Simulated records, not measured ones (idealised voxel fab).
Documented hereafter: the process module known as voxel gate over fins.
Each square cell in cross-section cut measures 5 nm, and the section as a whole is 250 nm wide.
Each cross-section below is a grid of square cells, stated as bands in top-down order, with one or more rows of cells making up each band.
Each band's line starts with the height of the band's top and of its bottom, in nm. Then come its materials from left to right, each with its width in nm. One material with "throughout" fills the band from edge to edge. "air" is empty space.
The level at which height equals 0 is the one under which the wafer, as it arrives, is entirely one material. No lower edge exists for the bottom band, which continues downward and is notated as in "0 down".
Per-row width for "30 to 40": begins at first number (top row of band), ends at second number (bottom row), increment between rows held constant.
Any step labelled "no change" changed none of the cells in the cross-section.
"Enclosed void catalog": empty spaces of 8 cells or more with no open way to the top, each given as width x height at distance, distance from the left edge, all in nm.
Where a step's line continues beyond its settings, the continuation is a remark by the simulator itself on that step.
overlay nm: how far to the right of its planned place the mask lay on this masked step (negative: to the left).
Set out below are the planned steps of the process:
| 1 | RECEIVE,material Si |
| 2 | CONFORMAL_DEP,material SiN,thk nm 5 |
| 3 | PATTERN,tone cover,mask id FINS,material resist,width nm 15,pitch nm 50,thk nm 20,overlay nm 0 |
| 4 | DIRECTIONAL_ETCH,etch materials SiN,depth nm 5 |
| 5 | DIRECTIONAL_ETCH,etch materials Si,depth nm 35 |
| 6 | STRIP,etch materials resist |
| 7 | OXIDIZE,depth nm 5 |
| 8 | FILL_DEP,material SiO2,thk nm 15 |
| 9 | CMP,height nm 5 |
| 10 | PATTERN,tone open,mask id RAIL,material resist,width nm 15,thk nm 20,overlay nm 0 |
| 11 | DIRECTIONAL_ETCH,etch materials SiO2,depth nm 35 |
| 12 | STRIP,etch materials resist |
| 13 | CONFORMAL_DEP,material TiN,thk nm 5 |
| 14 | FILL_DEP,material W,thk nm 5 |
| 15 | CMP,height nm 5 |
| 16 | SELECTIVE_ETCH,etch materials W Ru TiN,depth nm 25 |
| 17 | FILL_DEP,material SiO2,thk nm 5 |
| 18 | CMP,height nm 5 |
| 19 | SELECTIVE_ETCH,etch materials SiO2,depth nm 20 |
| 20 | STRIP,etch materials SiN |
| 21 | CONFORMAL_DEP,material HfO2,thk nm 5 |
| 22 | CONFORMAL_DEP,material TiN,thk nm 5 |
| 23 | FILL_DEP,material W,thk nm 10 |
| 24 | CMP,height nm 15 |
| 25 | CONFORMAL_DEP,material SiN,thk nm 5 |
First of two wafers: run as planned:
Wafer at receipt (post step 1), cross-section:
* 0 down  Si throughout
* Enclosed void catalog: none
Cross-section through the wafer, step 2 finished:
* 5 to 0  SiN throughout
* Beneath the level 0, the cross-section is identical to its previous state.
Cross-section through the wafer, step 3 finished:
* 25 to 5  air: 65, then resist: 15, then air: 35, then resist: 15, then air: 35, then resist: 15, then air: 70
* Beneath the level 5, the cross-section is identical to its previous state.
Cross-section through the wafer, step 4 finished:
* 25 to 5  air: 65, then resist: 15, then air: 35, then resist: 15, then air: 35, then resist: 15, then air: 70
* 5 to 0  air: 65, then SiN: 15, then air: 35, then SiN: 15, then air: 35, then SiN: 15, then air: 70
* Beneath the level 0, the cross-section is identical to its previous state.
Cross-section through the wafer, step 5 finished:
* 25 to 5  air: 65, then resist: 15, then air: 35, then resist: 15, then air: 35, then resist: 15, then air: 70
* 5 to 0  air: 65, then SiN: 15, then air: 35, then SiN: 15, then air: 35, then SiN: 15, then air: 70
* 0 to -35  air: 65, then Si: 15, then air: 35, then Si: 15, then air: 35, then Si: 15, then air: 70
* Beneath the level -35, the cross-section is identical to its previous state.
Cross-section through the wafer, step 6 finished:
* 5 to 0  air: 65, then SiN: 15, then air: 35, then SiN: 15, then air: 35, then SiN: 15, then air: 70
* Beneath the level 0, the cross-section is identical to its previous state.
Cross-section through the wafer, step 7 finished:
* 5 to 0  air: 65, then SiN: 15, then air: 35, then SiN: 15, then air: 35, then SiN: 15, then air: 70
* 0 to -35  air: 65, then SiO2: 5, then Si: 5, then SiO2: 5, then air: 35, then SiO2: 5, then Si: 5, then SiO2: 5, then air: 35, then SiO2: 5, then Si: 5, then SiO2: 5, then air: 70
* -35 to -40  SiO2: 70, then Si: 5, then SiO2: 45, then Si: 5, then SiO2: 45, then Si: 5, then SiO2: 75
* Beneath the level -40, the cross-section is identical to its previous state.
Cross-section through the wafer, step 8 finished:
* 20 to 5  SiO2 throughout
* 5 to 0  SiO2: 65, then SiN: 15, then SiO2: 35, then SiN: 15, then SiO2: 35, then SiN: 15, then SiO2: 70
* 0 to -40  SiO2: 70, then Si: 5, then SiO2: 45, then Si: 5, then SiO2: 45, then Si: 5, then SiO2: 75
* Beneath the level -40, the cross-section is identical to its previous state.
Cross-section through the wafer, step 9 finished:
* 5 to 0  SiO2: 65, then SiN: 15, then SiO2: 35, then SiN: 15, then SiO2: 35, then SiN: 15, then SiO2: 70
* Beneath the level 0, the cross-section is identical to its previous state.
Cross-section through the wafer, step 10 finished:
* 25 to 5  resist: 90, then air: 15, then resist: 145
* Beneath the level 5, the cross-section is identical to its previous state.
Cross-section through the wafer, step 11 finished:
* 25 to 5  resist: 90, then air: 15, then resist: 145
* 5 to 0  SiO2: 65, then SiN: 15, then SiO2: 10, then air: 15, then SiO2: 10, then SiN: 15, then SiO2: 35, then SiN: 15, then SiO2: 70
* 0 to -30  SiO2: 70, then Si: 5, then SiO2: 15, then air: 15, then SiO2: 15, then Si: 5, then SiO2: 45, then Si: 5, then SiO2: 75
* Beneath the level -30, the cross-section is identical to its previous state.
Cross-section through the wafer, step 12 finished:
* 5 to 0  SiO2: 65, then SiN: 15, then SiO2: 10, then air: 15, then SiO2: 10, then SiN: 15, then SiO2: 35, then SiN: 15, then SiO2: 70
* Beneath the level 0, the cross-section is identical to its previous state.
Cross-section through the wafer, step 13 finished:
* 10 to 5  TiN: 95, then air: 5, then TiN: 150
* 5 to 0  SiO2: 65, then SiN: 15, then SiO2: 10, then TiN: 5, then air: 5, then TiN: 5, then SiO2: 10, then SiN: 15, then SiO2: 35, then SiN: 15, then SiO2: 70
* 0 to -25  SiO2: 70, then Si: 5, then SiO2: 15, then TiN: 5, then air: 5, then TiN: 5, then SiO2: 15, then Si: 5, then SiO2: 45, then Si: 5, then SiO2: 75
* -25 to -30  SiO2: 70, then Si: 5, then SiO2: 15, then TiN: 15, then SiO2: 15, then Si: 5, then SiO2: 45, then Si: 5, then SiO2: 75
* Beneath the level -30, the cross-section is identical to its previous state.
Cross-section through the wafer, step 14 finished:
* 15 to 10  W throughout
* 10 to 5  TiN: 95, then W: 5, then TiN: 150
* 5 to 0  SiO2: 65, then SiN: 15, then SiO2: 10, then TiN: 5, then W: 5, then TiN: 5, then SiO2: 10, then SiN: 15, then SiO2: 35, then SiN: 15, then SiO2: 70
* 0 to -25  SiO2: 70, then Si: 5, then SiO2: 15, then TiN: 5, then W: 5, then TiN: 5, then SiO2: 15, then Si: 5, then SiO2: 45, then Si: 5, then SiO2: 75
* Beneath the level -25, the cross-section is identical to its previous state.
Cross-section through the wafer, step 15 finished:
* 5 to 0  SiO2: 65, then SiN: 15, then SiO2: 10, then TiN: 5, then W: 5, then TiN: 5, then SiO2: 10, then SiN: 15, then SiO2: 35, then SiN: 15, then SiO2: 70
* Beneath the level 0, the cross-section is identical to its previous state.
Cross-section through the wafer, step 16 finished:
* 5 to 0  SiO2: 65, then SiN: 15, then SiO2: 10, then air: 15, then SiO2: 10, then SiN: 15, then SiO2: 35, then SiN: 15, then SiO2: 70
* 0 to -20  SiO2: 70, then Si: 5, then SiO2: 15, then air: 15, then SiO2: 15, then Si: 5, then SiO2: 45, then Si: 5, then SiO2: 75
* Beneath the level -20, the cross-section is identical to its previous state.
Cross-section through the wafer, step 17 finished:
* 10 to 5  SiO2 throughout
* 5 to 0  SiO2: 65, then SiN: 15, then SiO2: 35, then SiN: 15, then SiO2: 35, then SiN: 15, then SiO2: 70
* 0 to -20  SiO2: 70, then Si: 5, then SiO2: 45, then Si: 5, then SiO2: 45, then Si: 5, then SiO2: 75
* Beneath the level -20, the cross-section is identical to its previous state.
Cross-section through the wafer, step 18 finished:
* 5 to 0  SiO2: 65, then SiN: 15, then SiO2: 35, then SiN: 15, then SiO2: 35, then SiN: 15, then SiO2: 70
* Beneath the level 0, the cross-section is identical to its previous state.
Cross-section through the wafer, step 19 finished:
* 5 to 0  air: 65, then SiN: 15, then air: 35, then SiN: 15, then air: 35, then SiN: 15, then air: 70
* 0 to -15  air: 70, then Si: 5, then air: 45, then Si: 5, then air: 45, then Si: 5, then air: 75
* Beneath the level -15, the cross-section is identical to its previous state.
Cross-section through the wafer, step 20 finished:
* 0 to -15  air: 70, then Si: 5, then air: 45, then Si: 5, then air: 45, then Si: 5, then air: 75
* Beneath the level -15, the cross-section is identical to its previous state.
Cross-section through the wafer, step 21 finished:
* 5 to 0  air: 65, then HfO2: 15, then air: 35, then HfO2: 15, then air: 35, then HfO2: 15, then air: 70
* 0 to -10  air: 65, then HfO2: 5, then Si: 5, then HfO2: 5, then air: 35, then HfO2: 5, then Si: 5, then HfO2: 5, then air: 35, then HfO2: 5, then Si: 5, then HfO2: 5, then air: 70
* -10 to -15  HfO2: 70, then Si: 5, then HfO2: 45, then Si: 5, then HfO2: 45, then Si: 5, then HfO2: 75
* Beneath the level -15, the cross-section is identical to its previous state.
Cross-section through the wafer, step 22 finished:
* 10 to 5  air: 60, then TiN: 25, then air: 25, then TiN: 25, then air: 25, then TiN: 25, then air: 65
* 5 to 0  air: 60, then TiN: 5, then HfO2: 15, then TiN: 5, then air: 25, then TiN: 5, then HfO2: 15, then TiN: 5, then air: 25, then TiN: 5, then HfO2: 15, then TiN: 5, then air: 65
* 0 to -5  air: 60, then TiN: 5, then HfO2: 5, then Si: 5, then HfO2: 5, then TiN: 5, then air: 25, then TiN: 5, then HfO2: 5, then Si: 5, then HfO2: 5, then TiN: 5, then air: 25, then TiN: 5, then HfO2: 5, then Si: 5, then HfO2: 5, then TiN: 5, then air: 65
* -5 to -10  TiN: 65, then HfO2: 5, then Si: 5, then HfO2: 5, then TiN: 35, then HfO2: 5, then Si: 5, then HfO2: 5, then TiN: 35, then HfO2: 5, then Si: 5, then HfO2: 5, then TiN: 70
* Beneath the level -10, the cross-section is identical to its previous state.
Cross-section through the wafer, step 23 finished:
* 20 to 10  W throughout
* 10 to 5  W: 60, then TiN: 25, then W: 25, then TiN: 25, then W: 25, then TiN: 25, then W: 65
* 5 to 0  W: 60, then TiN: 5, then HfO2: 15, then TiN: 5, then W: 25, then TiN: 5, then HfO2: 15, then TiN: 5, then W: 25, then TiN: 5, then HfO2: 15, then TiN: 5, then W: 65
* 0 to -5  W: 60, then TiN: 5, then HfO2: 5, then Si: 5, then HfO2: 5, then TiN: 5, then W: 25, then TiN: 5, then HfO2: 5, then Si: 5, then HfO2: 5, then TiN: 5, then W: 25, then TiN: 5, then HfO2: 5, then Si: 5, then HfO2: 5, then TiN: 5, then W: 65
* Beneath the level -5, the cross-section is identical to its previous state.
Cross-section through the wafer, step 24 finished:
* 15 to 10  W throughout
* Beneath the level 10, the cross-section is identical to its previous state.
Cross-section through the wafer, step 25 finished:
* 20 to 15  SiN throughout
* Beneath the level 15, the cross-section is identical to its previous state.
Second of two: same start, same plan, one run error; steps up to and including 9 match the first:
Second wafer, cut view, end of step 10 per plan:
* 25 to 5  air: 90, then resist: 15, then air: 145
* Beneath the level 5, the cross-section is identical to its previous state.
Second wafer, cut view, end of step 11 per plan:
* 25 to 5  air: 90, then resist: 15, then air: 145
* 5 to 0  air: 65, then SiN: 15, then air: 10, then SiO2: 15, then air: 10, then SiN: 15, then air: 35, then SiN: 15, then air: 70
* 0 to -30  air: 65, then SiO2: 5, then Si: 5, then SiO2: 5, then air: 10, then SiO2: 15, then air: 10, then SiO2: 5, then Si: 5, then SiO2: 5, then air: 35, then SiO2: 5, then Si: 5, then SiO2: 5, then air: 70
* Beneath the level -30, the cross-section is identical to its previous state.
Second wafer, cut view, end of step 12 per plan:
* 5 to 0  air: 65, then SiN: 15, then air: 10, then SiO2: 15, then air: 10, then SiN: 15, then air: 35, then SiN: 15, then air: 70
* Beneath the level 0, the cross-section is identical to its previous state.
Second wafer, cut view, end of step 13 per plan:
* 10 to 5  air: 60, then TiN: 75, then air: 25, then TiN: 25, then air: 65
* 5 to 0  air: 60, then TiN: 5, then SiN: 15, then TiN: 10, then SiO2: 15, then TiN: 10, then SiN: 15, then TiN: 5, then air: 25, then TiN: 5, then SiN: 15, then TiN: 5, then air: 65
* 0 to -25  air: 60, then TiN: 5, then SiO2: 5, then Si: 5, then SiO2: 5, then TiN: 10, then SiO2: 15, then TiN: 10, then SiO2: 5, then Si: 5, then SiO2: 5, then TiN: 5, then air: 25, then TiN: 5, then SiO2: 5, then Si: 5, then SiO2: 5, then TiN: 5, then air: 65
* -25 to -30  TiN: 65, then SiO2: 5, then Si: 5, then SiO2: 5, then TiN: 10, then SiO2: 15, then TiN: 10, then SiO2: 5, then Si: 5, then SiO2: 5, then TiN: 35, then SiO2: 5, then Si: 5, then SiO2: 5, then TiN: 70
* Beneath the level -30, the cross-section is identical to its previous state.
Second wafer, cut view, end of step 14 per plan:
* 15 to 10  W throughout
* 10 to 5  W: 60, then TiN: 75, then W: 25, then TiN: 25, then W: 65
* 5 to 0  W: 60, then TiN: 5, then SiN: 15, then TiN: 10, then SiO2: 15, then TiN: 10, then SiN: 15, then TiN: 5, then W: 25, then TiN: 5, then SiN: 15, then TiN: 5, then W: 65
* 0 to -25  W: 60, then TiN: 5, then SiO2: 5, then Si: 5, then SiO2: 5, then TiN: 10, then SiO2: 15, then TiN: 10, then SiO2: 5, then Si: 5, then SiO2: 5, then TiN: 5, then W: 25, then TiN: 5, then SiO2: 5, then Si: 5, then SiO2: 5, then TiN: 5, then W: 65
* Beneath the level -25, the cross-section is identical to its previous state.
Second wafer, cut view, end of step 15 per plan:
* 5 to 0  W: 60, then TiN: 5, then SiN: 15, then TiN: 10, then SiO2: 15, then TiN: 10, then SiN: 15, then TiN: 5, then W: 25, then TiN: 5, then SiN: 15, then TiN: 5, then W: 65
* Beneath the level 0, the cross-section is identical to its previous state.
Second wafer, cut view, end of step 16 per plan:
* 5 to 0  air: 65, then SiN: 15, then air: 10, then SiO2: 15, then air: 10, then SiN: 15, then air: 35, then SiN: 15, then air: 70
* 0 to -20  air: 65, then SiO2: 5, then Si: 5, then SiO2: 5, then air: 10, then SiO2: 15, then air: 10, then SiO2: 5, then Si: 5, then SiO2: 5, then air: 35, then SiO2: 5, then Si: 5, then SiO2: 5, then air: 70
* Beneath the level -20, the cross-section is identical to its previous state.
Second wafer, cut view, end of step 17 per plan:
* 10 to 5  SiO2 throughout
* 5 to 0  SiO2: 65, then SiN: 15, then SiO2: 35, then SiN: 15, then SiO2: 35, then SiN: 15, then SiO2: 70
* 0 to -20  SiO2: 70, then Si: 5, then SiO2: 45, then Si: 5, then SiO2: 45, then Si: 5, then SiO2: 75
* Beneath the level -20, the cross-section is identical to its previous state.
Second wafer, cut view, end of step 18 per plan:
* 5 to 0  SiO2: 65, then SiN: 15, then SiO2: 35, then SiN: 15, then SiO2: 35, then SiN: 15, then SiO2: 70
* Beneath the level 0, the cross-section is identical to its previous state.
Second wafer, cut view, end of step 19 per plan:
* 5 to 0  air: 65, then SiN: 15, then air: 35, then SiN: 15, then air: 35, then SiN: 15, then air: 70
* 0 to -15  air: 70, then Si: 5, then air: 45, then Si: 5, then air: 45, then Si: 5, then air: 75
* Beneath the level -15, the cross-section is identical to its previous state.
Second wafer, cut view, end of step 20 per plan:
* 0 to -15  air: 70, then Si: 5, then air: 45, then Si: 5, then air: 45, then Si: 5, then air: 75
* Beneath the level -15, the cross-section is identical to its previous state.
Second wafer, cut view, end of step 21 per plan:
* 5 to 0  air: 65, then HfO2: 15, then air: 35, then HfO2: 15, then air: 35, then HfO2: 15, then air: 70
* 0 to -10  air: 65, then HfO2: 5, then Si: 5, then HfO2: 5, then air: 35, then HfO2: 5, then Si: 5, then HfO2: 5, then air: 35, then HfO2: 5, then Si: 5, then HfO2: 5, then air: 70
* -10 to -15  HfO2: 70, then Si: 5, then HfO2: 45, then Si: 5, then HfO2: 45, then Si: 5, then HfO2: 75
* Beneath the level -15, the cross-section is identical to its previous state.
Second wafer, cut view, end of step 22 per plan:
* 10 to 5  air: 60, then TiN: 25, then air: 25, then TiN: 25, then air: 25, then TiN: 25, then air: 65
* 5 to 0  air: 60, then TiN: 5, then HfO2: 15, then TiN: 5, then air: 25, then TiN: 5, then HfO2: 15, then TiN: 5, then air: 25, then TiN: 5, then HfO2: 15, then TiN: 5, then air: 65
* 0 to -5  air: 60, then TiN: 5, then HfO2: 5, then Si: 5, then HfO2: 5, then TiN: 5, then air: 25, then TiN: 5, then HfO2: 5, then Si: 5, then HfO2: 5, then TiN: 5, then air: 25, then TiN: 5, then HfO2: 5, then Si: 5, then HfO2: 5, then TiN: 5, then air: 65
* -5 to -10  TiN: 65, then HfO2: 5, then Si: 5, then HfO2: 5, then TiN: 35, then HfO2: 5, then Si: 5, then HfO2: 5, then TiN: 35, then HfO2: 5, then Si: 5, then HfO2: 5, then TiN: 70
* Beneath the level -10, the cross-section is identical to its previous state.
Second wafer, cut view, end of step 23 per plan:
* 20 to 10  W throughout
* 10 to 5  W: 60, then TiN: 25, then W: 25, then TiN: 25, then W: 25, then TiN: 25, then W: 65
* 5 to 0  W: 60, then TiN: 5, then HfO2: 15, then TiN: 5, then W: 25, then TiN: 5, then HfO2: 15, then TiN: 5, then W: 25, then TiN: 5, then HfO2: 15, then TiN: 5, then W: 65
* 0 to -5  W: 60, then TiN: 5, then HfO2: 5, then Si: 5, then HfO2: 5, then TiN: 5, then W: 25, then TiN: 5, then HfO2: 5, then Si: 5, then HfO2: 5, then TiN: 5, then W: 25, then TiN: 5, then HfO2: 5, then Si: 5, then HfO2: 5, then TiN: 5, then W: 65
* Beneath the level -5, the cross-section is identical to its previous state.
Second wafer, cut view, end of step 24 per plan:
* 15 to 10  W throughout
* Beneath the level 10, the cross-section is identical to its previous state.
Second wafer, cut view, end of step 25 per plan:
* 20 to 15  SiN throughout
* Beneath the level 15, the cross-section is identical to its previous state.
So what did we get wrong on this run? step 10 changed vs plan, executed as PATTERN,tone cover,mask id RAIL,material resist,width nm 15,thk nm 20,overlay nm 0
The second wafer ends with more or fewer cells of some materials than the first, per final count: SiO2 -70; TiN +41; W +29
